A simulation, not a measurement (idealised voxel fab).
process module | voxel self aligned vias
cross-section cut | 300 nm wide | cells 5 nm
A cross-section is a grid of square cells, given in bands from the top down. A band is one or more rows of cells.
Each band's line starts with the height of the band's top and of its bottom, in nm. Then come its materials from left to right, each with its width in nm. One material with "throughout" fills the band from edge to edge. "air" is empty space.
Height 0 is the level under which the wafer as received is all one material. The lowest band goes on downwards, as in "0 down".
A width such as "30 to 40" changes by the same amount from each row of cells to the next, from the band's top row to its bottom row.
"no change" after a step means that no cell of the cross-section changed.
closed voids: empty space of 8 cells or more with no open way to the top, each as width x height at its distance from the left edge, in nm
after a step's settings: what the simulator itself notes on the step
overlay nm, on a step with a mask: how far to the right of its planned place the mask lay; to the left if negative
plan
1 op RECEIVE | material Si
2 op CONFORMAL_DEP | material SiO2 | thk nm 10
3 op CONFORMAL_DEP | material SiCN | thk nm 5
4 op DIRECTIONAL_DEP | material lowk | thk nm 20
5 op DIRECTIONAL_DEP | material aC | thk nm 10
6 op PATTERN | tone open | mask id LINES | material resist | width nm 20 | pitch nm 70 | thk nm 30 | overlay nm 0
7 op DIRECTIONAL_ETCH | etch materials aC | depth nm 10
8 op STRIP | etch materials resist
9 op DIRECTIONAL_ETCH | etch materials lowk | depth nm 20
10 op STRIP | etch materials aC
11 op CONFORMAL_DEP | material TiN | thk nm 5
12 op FILL_DEP | material W | thk nm 10
13 op CMP | height nm 35
14 op SELECTIVE_ETCH | etch materials W Ru TiN | depth nm 5
15 op FILL_DEP | material SiN | thk nm 5
16 op CMP | height nm 35
17 op DIRECTIONAL_DEP | material lowk | thk nm 20
18 op PATTERN | tone open | mask id VIAS | material resist | width nm 40 | thk nm 20 | overlay nm 0
19 op DIRECTIONAL_ETCH | etch materials lowk | depth nm 20
20 op DIRECTIONAL_ETCH | etch materials SiN | depth nm 5
21 op STRIP | etch materials resist
22 op CONFORMAL_DEP | material TiN | thk nm 5
23 op FILL_DEP | material W | thk nm 10
24 op CMP | height nm 55
25 op CONFORMAL_DEP | material SiN | thk nm 5
as received, after step 1
  0 down: Si throughout
  closed voids: none
first wafer at the end, as planned
  60 to 55: SiN throughout
  55 to 40: lowk 95 | TiN 5 | W 30 | TiN 5 | lowk 165
  40 to 35: lowk 95 | TiN 15 | W 10 | TiN 15 | lowk 165
  35 to 30: lowk 105 | TiN 20 | lowk 50 | SiN 20 | lowk 105
  30 to 20: lowk 105 | TiN 5 | W 10 | TiN 5 | lowk 50 | TiN 5 | W 10 | TiN 5 | lowk 105
  20 to 15: lowk 105 | TiN 20 | lowk 50 | TiN 20 | lowk 105
  15 to 10: SiCN throughout
  10 to 0: SiO2 throughout
  0 down: Si throughout
  closed voids: none
second wafer at the end: like start, like plan, one mistake
  60 to 55: SiN throughout
  55 to 35: lowk 95 | TiN 5 | W 30 | TiN 5 | lowk 165
  35 to 30: lowk 95 | TiN 40 | lowk 40 | SiN 20 | lowk 105
  30 to 20: lowk 105 | TiN 5 | W 10 | TiN 5 | lowk 50 | TiN 5 | W 10 | TiN 5 | lowk 105
  20 to 15: lowk 105 | TiN 20 | lowk 50 | TiN 20 | lowk 105
  15 to 10: SiCN throughout
  10 to 0: SiO2 throughout
  0 down: Si throughout
  closed voids: none
what went wrong: step 19 ran as: op DIRECTIONAL_ETCH | etch materials lowk | depth nm 25
at the end the second wafer has, in cells: 4 more of W | 4 fewer of lowk
